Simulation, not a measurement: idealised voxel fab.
The process module that follows is named voxel ribs on slabs.
Each square cell in cross-section cut measures 5 nm, and the section as a whole is 275 nm wide.
In this document a cross-section is written as a grid of square cells. It is given as a series of bands, listed from the top down, and a band is one or more rows of cells.
Heads up on the band format: heights come first, top then bottom, in nm. After that it's the materials left to right, each with its width in nm. A single material flagged "full width" fills the whole band edge to edge, and "air" means there's empty space there.
Ref level 0: as-received wafer is one material below here. Bottom band extends down with no lower bound ("0 and below").
Quick explanation for "30..40": the width changes in equal steps down the rows of cells, from the first number in the band's top row to the second number in its bottom row.
You'll sometimes find "identical to before" written for a step, and that's the way of saying that nowhere in the cross-section did a cell change during that step.
Closed-off voids of 8+ cells (no open route to the top) go in "Cavities, closed", written width x height at distance from the left edge, in nm.
Step line, after settings: the simulator's comment on this step.
The setting "overlay nm" may be written on the line of a step. When the step uses a mask, the value reports how far to the right of the planned place the mask lay, and a negative value reports that it lay to the left.
The process steps that were planned are listed below
step 1: RECEIVE (material Si)
step 2: DIRECTIONAL_DEP (material SiO2; thk nm 25)
step 3: DIRECTIONAL_DEP (material SiN; thk nm 15)
step 4: MASKED_ETCH (tone cover; mask id RIB; width nm 25; etch materials SiN; depth nm 5; overlay nm 0)
step 5: DIRECTIONAL_DEP (material aC; thk nm 15)
step 6: PATTERN (tone cover; mask id SLAB; material resist; width nm 55; thk nm 35; overlay nm 0)
step 7: DIRECTIONAL_ETCH (etch materials aC; depth nm 15)
step 8: STRIP (etch materials resist)
step 9: DIRECTIONAL_ETCH (etch materials SiN; depth nm 10)
step 10: STRIP (etch materials aC)
step 11: FILL_DEP (material SiO2; thk nm 15)
step 12: CMP (height nm 50)
step 13: DIRECTIONAL_DEP (material W; thk nm 10)
step 14: PATTERN (tone cover; mask id HEATER; material resist; width nm 35; thk nm 20; overlay nm 0)
step 15: DIRECTIONAL_ETCH (etch materials W; depth nm 10)
step 16: STRIP (etch materials resist)
step 17: CONFORMAL_DEP (material SiN; thk nm 10)
First of two wafers: run as planned
Here's what the wafer looked like in cross-section when it arrived - that's after step 1
    0 and below: Si full width
    Cavities, closed: none
Wafer xsec, post step 2
    25 down to 0: SiO2 full width
    Under 0: no change, same as before.
Wafer xsec, post step 3
    40 down to 25: SiN full width
    Under 25: no change, same as before.
Wafer xsec, post step 4
    40 down to 35: air: 125 / SiN: 25 / air: 125
    Under 35: no change, same as before.
Wafer xsec, post step 5
    55 down to 50: air: 125 / aC: 25 / air: 125
    50 down to 40: aC full width
    40 down to 35: aC: 125 / SiN: 25 / aC: 125
    Under 35: no change, same as before.
Wafer xsec, post step 6
    90 down to 55: air: 110 / resist: 55 / air: 110
    55 down to 50: air: 110 / resist: 15 / aC: 25 / resist: 15 / air: 110
    Under 50: no change, same as before.
Wafer xsec, post step 7
    75 down to 55: air: 110 / resist: 55 / air: 110
    55 down to 50: air: 110 / resist: 15 / aC: 25 / resist: 15 / air: 110
    50 down to 40: air: 110 / aC: 55 / air: 110
    40 down to 35: air: 110 / aC: 15 / SiN: 25 / aC: 15 / air: 110
    Under 35: no change, same as before.
Wafer xsec, post step 8
    55 down to 50: air: 125 / aC: 25 / air: 125
    Under 50: no change, same as before.
Wafer xsec, post step 9
    55 down to 50: air: 125 / aC: 25 / air: 125
    50 down to 40: air: 110 / aC: 55 / air: 110
    40 down to 35: air: 110 / aC: 15 / SiN: 25 / aC: 15 / air: 110
    35 down to 25: air: 110 / SiN: 55 / air: 110
    Under 25: no change, same as before.
Wafer xsec, post step 10
    40 down to 35: air: 125 / SiN: 25 / air: 125
    Under 35: no change, same as before.
Wafer xsec, post step 11
    55 down to 40: SiO2 full width
    40 down to 35: SiO2: 125 / SiN: 25 / SiO2: 125
    35 down to 25: SiO2: 110 / SiN: 55 / SiO2: 110
    Under 25: no change, same as before.
Wafer xsec, post step 12
    50 down to 40: SiO2 full width
    Under 40: no change, same as before.
Wafer xsec, post step 13
    60 down to 50: W full width
    Under 50: no change, same as before.
Wafer xsec, post step 14
    80 down to 60: air: 120 / resist: 35 / air: 120
    Under 60: no change, same as before.
Wafer xsec, post step 15
    80 down to 60: air: 120 / resist: 35 / air: 120
    60 down to 50: air: 120 / W: 35 / air: 120
    Under 50: no change, same as before.
Wafer xsec, post step 16
    60 down to 50: air: 120 / W: 35 / air: 120
    Under 50: no change, same as before.
Wafer xsec, post step 17
    70 down to 60: air: 110 / SiN: 55 / air: 110
    60 down to 50: SiN: 120 / W: 35 / SiN: 120
    Under 50: no change, same as before.
Okay, second wafer. Nothing different at the start, nothing different in the plan, just one mistake somewhere in the running. As far as step 16, counting that step, it's the first wafer all over again
when step 17 should have ended: identical to before
Plan not followed: step 17 of the plan: omitted, not performed
The final cell counts differ between the wafers, with the second having more or fewer of some materials than the first: SiN: 118 fewer
